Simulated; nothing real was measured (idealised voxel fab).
voxel wiring stack: a process module
FYI the section here is cut, 190 nm wide, cells are 5 nm squares.
Throughout this document, each cross-section is represented as a grid of square cells and is presented as a sequence of bands enumerated from the top downward, where a band comprises one or more rows of cells.
Band: top height; bottom height; in nm. Then, left to right: material with width in nm, for each material. "throughout": a single material spanning edge to edge. "blank": empty space.
The reference from which all heights are counted is 0, the level beneath which the as-received wafer is entirely one material; the lowest band, having no lower bound, proceeds downward and is written after the example "0 -> down".
So if you see something like "30->40" for the width, read it as the top row of the band sitting at the first number and the bottom row at the second, with every row in between moving by the same amount as the last.
Step note "remained unchanged" = no cross-section cell changed.
Empty spaces counting at least 8 cells and having no open way to the top are listed in "Closed cavities". The notation width x height at distance is used for each, the distance being from the left edge and all three values in nm.
Heads up: the bit after the settings on a step's line is the simulator's remark on that step.
A step line may carry the setting "overlay nm", which, for steps involving a mask, states the distance by which the mask lay to the right of its intended position; negative values denote displacement to the left.
Steps in the process plan:
| 1 | RECEIVE (material Si) |
| 2 | CONFORMAL_DEP (material SiO2; thk nm 15) |
| 3 | CONFORMAL_DEP (material SiCN; thk nm 5) |
| 4 | DIRECTIONAL_DEP (material lowk; thk nm 15) |
| 5 | DIRECTIONAL_DEP (material aC; thk nm 15) |
| 6 | PATTERN (tone open; mask id METAL_1; material resist; width nm 20; pitch nm 35; thk nm 35; overlay nm 0) |
| 7 | DIRECTIONAL_ETCH (etch materials aC; depth nm 15) |
| 8 | STRIP (etch materials resist) |
| 9 | DIRECTIONAL_ETCH (etch materials lowk; depth nm 15) |
| 10 | DIRECTIONAL_ETCH (etch materials SiCN; depth nm 5) |
| 11 | STRIP (etch materials aC) |
| 12 | CONFORMAL_DEP (material TiN; thk nm 5) |
| 13 | FILL_DEP (material W; thk nm 5) |
| 14 | CMP (height nm 35) |
| 15 | CONFORMAL_DEP (material SiCN; thk nm 5) |
| 16 | DIRECTIONAL_DEP (material lowk; thk nm 15) |
| 17 | PATTERN (tone open; mask id PLUG_1; material resist; width nm 15; pitch nm 35; thk nm 15; overlay nm 0) |
| 18 | DIRECTIONAL_ETCH (etch materials lowk; depth nm 15) |
| 19 | DIRECTIONAL_ETCH (etch materials SiCN; depth nm 5) |
| 20 | STRIP (etch materials resist) |
| 21 | EPI (material Ru; thk nm 10) |
| 22 | EPI (material Ru; thk nm 10) |
| 23 | DIRECTIONAL_DEP (material TiN; thk nm 5) |
| 24 | DIRECTIONAL_DEP (material Ru; thk nm 15) |
| 25 | MASKED_ETCH (tone cover; mask id METAL_2; width nm 20; pitch nm 35; etch materials Ru; depth nm 15; overlay nm 0) |
| 26 | MASKED_ETCH (tone cover; mask id METAL_2; width nm 20; pitch nm 35; etch materials TiN; depth nm 5; overlay nm 0) |
| 27 | CONFORMAL_DEP (material SiCN; thk nm 5) |
| 28 | FILL_DEP (material lowk; thk nm 5) |
| 29 | CMP (height nm 75) |
| 30 | CONFORMAL_DEP (material SiCN; thk nm 5) |
| 31 | DIRECTIONAL_DEP (material lowk; thk nm 30) |
| 32 | PATTERN (tone open; mask id METAL_3_HOLES; material resist; width nm 15; pitch nm 35; thk nm 15; overlay nm 0) |
| 33 | DIRECTIONAL_ETCH (etch materials lowk; depth nm 30) |
| 34 | STRIP (etch materials resist) |
| 35 | DIRECTIONAL_DEP (material aC; thk nm 15) |
| 36 | PATTERN (tone open; mask id METAL_3; material resist; width nm 20; pitch nm 35; thk nm 35; overlay nm 0) |
| 37 | DIRECTIONAL_ETCH (etch materials aC; depth nm 15) |
| 38 | STRIP (etch materials resist) |
| 39 | DIRECTIONAL_ETCH (etch materials lowk; depth nm 15) |
| 40 | DIRECTIONAL_ETCH (etch materials SiCN; depth nm 5) |
| 41 | STRIP (etch materials aC) |
| 42 | CONFORMAL_DEP (material TiN; thk nm 5) |
| 43 | FILL_DEP (material Ru; thk nm 10) |
| 44 | CMP (height nm 110) |
| 45 | CONFORMAL_DEP (material SiCN; thk nm 5) |
First of the two wafers, run per plan:
Shown in cross-section is the wafer as received, that is, as it stands after step 1:
> 0 -> down  Si throughout
> Closed cavities: none
Cross-section of the wafer subsequent to step 2:
> 15 -> 0  SiO2 throughout
> Rest of section, below 0: as before.
Cross-section of the wafer subsequent to step 3:
> 20 -> 15  SiCN throughout
> Rest of section, below 15: as before.
Cross-section of the wafer subsequent to step 4:
> 35 -> 20  lowk throughout
> Rest of section, below 20: as before.
Cross-section of the wafer subsequent to step 5:
> 50 -> 35  aC throughout
> Rest of section, below 35: as before.
Cross-section of the wafer subsequent to step 6:
> 85 -> 50  resist (65)  blank (20)  resist (15)  blank (20)  resist (70)
> Rest of section, below 50: as before.
Cross-section of the wafer subsequent to step 7:
> 70 -> 50  resist (65)  blank (20)  resist (15)  blank (20)  resist (70)
> 50 -> 35  aC (65)  blank (20)  aC (15)  blank (20)  aC (70)
> Rest of section, below 35: as before.
Cross-section of the wafer subsequent to step 8:
> 50 -> 35  aC (65)  blank (20)  aC (15)  blank (20)  aC (70)
> Rest of section, below 35: as before.
Cross-section of the wafer subsequent to step 9:
> 50 -> 35  aC (65)  blank (20)  aC (15)  blank (20)  aC (70)
> 35 -> 20  lowk (65)  blank (20)  lowk (15)  blank (20)  lowk (70)
> Rest of section, below 20: as before.
Cross-section of the wafer subsequent to step 10:
> 50 -> 35  aC (65)  blank (20)  aC (15)  blank (20)  aC (70)
> 35 -> 20  lowk (65)  blank (20)  lowk (15)  blank (20)  lowk (70)
> 20 -> 15  SiCN (65)  blank (20)  SiCN (15)  blank (20)  SiCN (70)
> Rest of section, below 15: as before.
Cross-section of the wafer subsequent to step 11:
> 35 -> 20  lowk (65)  blank (20)  lowk (15)  blank (20)  lowk (70)
> Rest of section, below 20: as before.
Cross-section of the wafer subsequent to step 12:
> 40 -> 35  TiN (70)  blank (10)  TiN (25)  blank (10)  TiN (75)
> 35 -> 20  lowk (65)  TiN (5)  blank (10)  TiN (5)  lowk (15)  TiN (5)  blank (10)  TiN (5)  lowk (70)
> 20 -> 15  SiCN (65)  TiN (20)  SiCN (15)  TiN (20)  SiCN (70)
> Rest of section, below 15: as before.
Cross-section of the wafer subsequent to step 13:
> 45 -> 40  W throughout
> 40 -> 35  TiN (70)  W (10)  TiN (25)  W (10)  TiN (75)
> 35 -> 20  lowk (65)  TiN (5)  W (10)  TiN (5)  lowk (15)  TiN (5)  W (10)  TiN (5)  lowk (70)
> Rest of section, below 20: as before.
Cross-section of the wafer subsequent to step 14:
> 35 -> 20  lowk (65)  TiN (5)  W (10)  TiN (5)  lowk (15)  TiN (5)  W (10)  TiN (5)  lowk (70)
> Rest of section, below 20: as before.
Cross-section of the wafer subsequent to step 15:
> 40 -> 35  SiCN throughout
> Rest of section, below 35: as before.
Cross-section of the wafer subsequent to step 16:
> 55 -> 40  lowk throughout
> Rest of section, below 40: as before.
Cross-section of the wafer subsequent to step 17:
> 70 -> 55  resist (65)  blank (15)  resist (20)  blank (15)  resist (75)
> Rest of section, below 55: as before.
Cross-section of the wafer subsequent to step 18:
> 70 -> 55  resist (65)  blank (15)  resist (20)  blank (15)  resist (75)
> 55 -> 40  lowk (65)  blank (15)  lowk (20)  blank (15)  lowk (75)
> Rest of section, below 40: as before.
Cross-section of the wafer subsequent to step 19:
> 70 -> 55  resist (65)  blank (15)  resist (20)  blank (15)  resist (75)
> 55 -> 40  lowk (65)  blank (15)  lowk (20)  blank (15)  lowk (75)
> 40 -> 35  SiCN (65)  blank (15)  SiCN (20)  blank (15)  SiCN (75)
> Rest of section, below 35: as before.
Cross-section of the wafer subsequent to step 20:
> 55 -> 40  lowk (65)  blank (15)  lowk (20)  blank (15)  lowk (75)
> Rest of section, below 40: as before.
Cross-section of the wafer subsequent to step 21:
> 55 -> 45  lowk (65)  blank (15)  lowk (20)  blank (15)  lowk (75)
> 45 -> 40  lowk (65)  Ru (15)  lowk (20)  Ru (15)  lowk (75)
> 40 -> 35  SiCN (65)  Ru (15)  SiCN (20)  Ru (15)  SiCN (75)
> Rest of section, below 35: as before.
Cross-section of the wafer subsequent to step 22:
> 55 -> 40  lowk (65)  Ru (15)  lowk (20)  Ru (15)  lowk (75)
> Rest of section, below 40: as before.
Cross-section of the wafer subsequent to step 23:
> 60 -> 55  TiN throughout
> Rest of section, below 55: as before.
Cross-section of the wafer subsequent to step 24:
> 75 -> 60  Ru throughout
> Rest of section, below 60: as before.
Cross-section of the wafer subsequent to step 25:
> 75 -> 60  blank (65)  Ru (20)  blank (15)  Ru (20)  blank (70)
> Rest of section, below 60: as before.
Cross-section of the wafer subsequent to step 26:
> 75 -> 60  blank (65)  Ru (20)  blank (15)  Ru (20)  blank (70)
> 60 -> 55  blank (65)  TiN (20)  blank (15)  TiN (20)  blank (70)
> Rest of section, below 55: as before.
Cross-section of the wafer subsequent to step 27:
> 80 -> 75  blank (60)  SiCN (30)  blank (5)  SiCN (30)  blank (65)
> 75 -> 60  blank (60)  SiCN (5)  Ru (20)  SiCN (5)  blank (5)  SiCN (5)  Ru (20)  SiCN (5)  blank (65)
> 60 -> 55  SiCN (65)  TiN (20)  SiCN (15)  TiN (20)  SiCN (70)
> Rest of section, below 55: as before.
Cross-section of the wafer subsequent to step 28:
> 85 -> 80  lowk throughout
> 80 -> 75  lowk (60)  SiCN (30)  lowk (5)  SiCN (30)  lowk (65)
> 75 -> 60  lowk (60)  SiCN (5)  Ru (20)  SiCN (5)  lowk (5)  SiCN (5)  Ru (20)  SiCN (5)  lowk (65)
> Rest of section, below 60: as before.
Cross-section of the wafer subsequent to step 29:
> 75 -> 60  lowk (60)  SiCN (5)  Ru (20)  SiCN (5)  lowk (5)  SiCN (5)  Ru (20)  SiCN (5)  lowk (65)
> Rest of section, below 60: as before.
Cross-section of the wafer subsequent to step 30:
> 80 -> 75  SiCN throughout
> Rest of section, below 75: as before.
Cross-section of the wafer subsequent to step 31:
> 110 -> 80  lowk throughout
> Rest of section, below 80: as before.
Cross-section of the wafer subsequent to step 32:
> 125 -> 110  resist (65)  blank (15)  resist (20)  blank (15)  resist (75)
> Rest of section, below 110: as before.
Cross-section of the wafer subsequent to step 33:
> 125 -> 110  resist (65)  blank (15)  resist (20)  blank (15)  resist (75)
> 110 -> 80  lowk (65)  blank (15)  lowk (20)  blank (15)  lowk (75)
> Rest of section, below 80: as before.
Cross-section of the wafer subsequent to step 34:
> 110 -> 80  lowk (65)  blank (15)  lowk (20)  blank (15)  lowk (75)
> Rest of section, below 80: as before.
Cross-section of the wafer subsequent to step 35:
> 125 -> 110  aC (65)  blank (15)  aC (20)  blank (15)  aC (75)
> 110 -> 95  lowk (65)  blank (15)  lowk (20)  blank (15)  lowk (75)
> 95 -> 80  lowk (65)  aC (15)  lowk (20)  aC (15)  lowk (75)
> Rest of section, below 80: as before.
Cross-section of the wafer subsequent to step 36:
> 160 -> 125  resist (65)  blank (20)  resist (15)  blank (20)  resist (70)
> Rest of section, below 125: as before.
Cross-section of the wafer subsequent to step 37:
> 145 -> 125  resist (65)  blank (20)  resist (15)  blank (20)  resist (70)
> 125 -> 110  aC (65)  blank (20)  aC (15)  blank (20)  aC (70)
> 110 -> 80  lowk (65)  blank (15)  lowk (20)  blank (15)  lowk (75)
> Rest of section, below 80: as before.
Cross-section of the wafer subsequent to step 38:
> 125 -> 110  aC (65)  blank (20)  aC (15)  blank (20)  aC (70)
> Rest of section, below 110: as before.
Cross-section of the wafer subsequent to step 39:
> 125 -> 110  aC (65)  blank (20)  aC (15)  blank (20)  aC (70)
> 110 -> 95  lowk (65)  blank (20)  lowk (15)  blank (20)  lowk (70)
> Rest of section, below 95: as before.
Cross-section of the wafer subsequent to step 40:
> 125 -> 110  aC (65)  blank (20)  aC (15)  blank (20)  aC (70)
> 110 -> 95  lowk (65)  blank (20)  lowk (15)  blank (20)  lowk (70)
> 95 -> 80  lowk (65)  blank (15)  lowk (20)  blank (15)  lowk (75)
> 80 -> 75  SiCN (65)  blank (15)  SiCN (20)  blank (15)  SiCN (75)
> Rest of section, below 75: as before.
Cross-section of the wafer subsequent to step 41:
> 110 -> 95  lowk (65)  blank (20)  lowk (15)  blank (20)  lowk (70)
> Rest of section, below 95: as before.
Cross-section of the wafer subsequent to step 42:
> 115 -> 110  TiN (70)  blank (10)  TiN (25)  blank (10)  TiN (75)
> 110 -> 100  lowk (65)  TiN (5)  blank (10)  TiN (5)  lowk (15)  TiN (5)  blank (10)  TiN (5)  lowk (70)
> 100 -> 95  lowk (65)  TiN (5)  blank (5)  TiN (10)  lowk (15)  TiN (5)  blank (5)  TiN (10)  lowk (70)
> 95 -> 80  lowk (65)  TiN (5)  blank (5)  TiN (5)  lowk (20)  TiN (5)  blank (5)  TiN (5)  lowk (75)
> 80 -> 75  SiCN (65)  TiN (15)  SiCN (20)  TiN (15)  SiCN (75)
> Rest of section, below 75: as before.
Cross-section of the wafer subsequent to step 43:
> 125 -> 115  Ru throughout
> 115 -> 110  TiN (70)  Ru (10)  TiN (25)  Ru (10)  TiN (75)
> 110 -> 100  lowk (65)  TiN (5)  Ru (10)  TiN (5)  lowk (15)  TiN (5)  Ru (10)  TiN (5)  lowk (70)
> 100 -> 95  lowk (65)  TiN (5)  Ru (5)  TiN (10)  lowk (15)  TiN (5)  Ru (5)  TiN (10)  lowk (70)
> 95 -> 80  lowk (65)  TiN (5)  Ru (5)  TiN (5)  lowk (20)  TiN (5)  Ru (5)  TiN (5)  lowk (75)
> Rest of section, below 80: as before.
Cross-section of the wafer subsequent to step 44:
> 110 -> 100  lowk (65)  TiN (5)  Ru (10)  TiN (5)  lowk (15)  TiN (5)  Ru (10)  TiN (5)  lowk (70)
> Rest of section, below 100: as before.
Cross-section of the wafer subsequent to step 45:
> 115 -> 110  SiCN throughout
> Rest of section, below 110: as before.
What follows concerns the second wafer, which started out like the first and was meant to follow the very same plan; one mistake crept in when it was run, but everything up to and including step 30 is the same as for the first wafer:
Second wafer, cross-section, planned end of step 31:
> 105 -> 80  lowk throughout
> Rest of section, below 80: as before.
Second wafer, cross-section, planned end of step 32:
> 120 -> 105  resist (65)  blank (15)  resist (20)  blank (15)  resist (75)
> Rest of section, below 105: as before.
Second wafer, cross-section, planned end of step 33:
> 120 -> 105  resist (65)  blank (15)  resist (20)  blank (15)  resist (75)
> 105 -> 80  lowk (65)  blank (15)  lowk (20)  blank (15)  lowk (75)
> Rest of section, below 80: as before.
Second wafer, cross-section, planned end of step 34:
> 105 -> 80  lowk (65)  blank (15)  lowk (20)  blank (15)  lowk (75)
> Rest of section, below 80: as before.
Second wafer, cross-section, planned end of step 35:
> 120 -> 105  aC (65)  blank (15)  aC (20)  blank (15)  aC (75)
> 105 -> 95  lowk (65)  blank (15)  lowk (20)  blank (15)  lowk (75)
> 95 -> 80  lowk (65)  aC (15)  lowk (20)  aC (15)  lowk (75)
> Rest of section, below 80: as before.
Second wafer, cross-section, planned end of step 36:
> 155 -> 120  resist (65)  blank (20)  resist (15)  blank (20)  resist (70)
> Rest of section, below 120: as before.
Second wafer, cross-section, planned end of step 37:
> 140 -> 120  resist (65)  blank (20)  resist (15)  blank (20)  resist (70)
> 120 -> 105  aC (65)  blank (20)  aC (15)  blank (20)  aC (70)
> 105 -> 80  lowk (65)  blank (15)  lowk (20)  blank (15)  lowk (75)
> Rest of section, below 80: as before.
Second wafer, cross-section, planned end of step 38:
> 120 -> 105  aC (65)  blank (20)  aC (15)  blank (20)  aC (70)
> Rest of section, below 105: as before.
Second wafer, cross-section, planned end of step 39:
> 120 -> 105  aC (65)  blank (20)  aC (15)  blank (20)  aC (70)
> 105 -> 90  lowk (65)  blank (20)  lowk (15)  blank (20)  lowk (70)
> Rest of section, below 90: as before.
Second wafer, cross-section, planned end of step 40:
> 120 -> 105  aC (65)  blank (20)  aC (15)  blank (20)  aC (70)
> 105 -> 90  lowk (65)  blank (20)  lowk (15)  blank (20)  lowk (70)
> 90 -> 80  lowk (65)  blank (15)  lowk (20)  blank (15)  lowk (75)
> 80 -> 75  SiCN (65)  blank (15)  SiCN (20)  blank (15)  SiCN (75)
> Rest of section, below 75: as before.
Second wafer, cross-section, planned end of step 41:
> 105 -> 90  lowk (65)  blank (20)  lowk (15)  blank (20)  lowk (70)
> Rest of section, below 90: as before.
Second wafer, cross-section, planned end of step 42:
> 110 -> 105  TiN (70)  blank (10)  TiN (25)  blank (10)  TiN (75)
> 105 -> 95  lowk (65)  TiN (5)  blank (10)  TiN (5)  lowk (15)  TiN (5)  blank (10)  TiN (5)  lowk (70)
> 95 -> 90  lowk (65)  TiN (5)  blank (5)  TiN (10)  lowk (15)  TiN (5)  blank (5)  TiN (10)  lowk (70)
> 90 -> 80  lowk (65)  TiN (5)  blank (5)  TiN (5)  lowk (20)  TiN (5)  blank (5)  TiN (5)  lowk (75)
> 80 -> 75  SiCN (65)  TiN (15)  SiCN (20)  TiN (15)  SiCN (75)
> Rest of section, below 75: as before.
Second wafer, cross-section, planned end of step 43:
> 120 -> 110  Ru throughout
> 110 -> 105  TiN (70)  Ru (10)  TiN (25)  Ru (10)  TiN (75)
> 105 -> 95  lowk (65)  TiN (5)  Ru (10)  TiN (5)  lowk (15)  TiN (5)  Ru (10)  TiN (5)  lowk (70)
> 95 -> 90  lowk (65)  TiN (5)  Ru (5)  TiN (10)  lowk (15)  TiN (5)  Ru (5)  TiN (10)  lowk (70)
> 90 -> 80  lowk (65)  TiN (5)  Ru (5)  TiN (5)  lowk (20)  TiN (5)  Ru (5)  TiN (5)  lowk (75)
> Rest of section, below 80: as before.
Second wafer, cross-section, planned end of step 44:
> 110 -> 105  TiN (70)  Ru (10)  TiN (25)  Ru (10)  TiN (75)
> Rest of section, below 105: as before.
Second wafer, cross-section, planned end of step 45:
> 115 -> 110  SiCN throughout
> Rest of section, below 110: as before.
Which mistake was made when the wafer was run? the process deviated at step 31: the operation and settings actually run there were DIRECTIONAL_DEP (material lowk; thk nm 25)
The second wafer ends with more or fewer cells of some materials than the first, per final count: Ru: 2 more; TiN: 30 more; lowk: 32 fewer
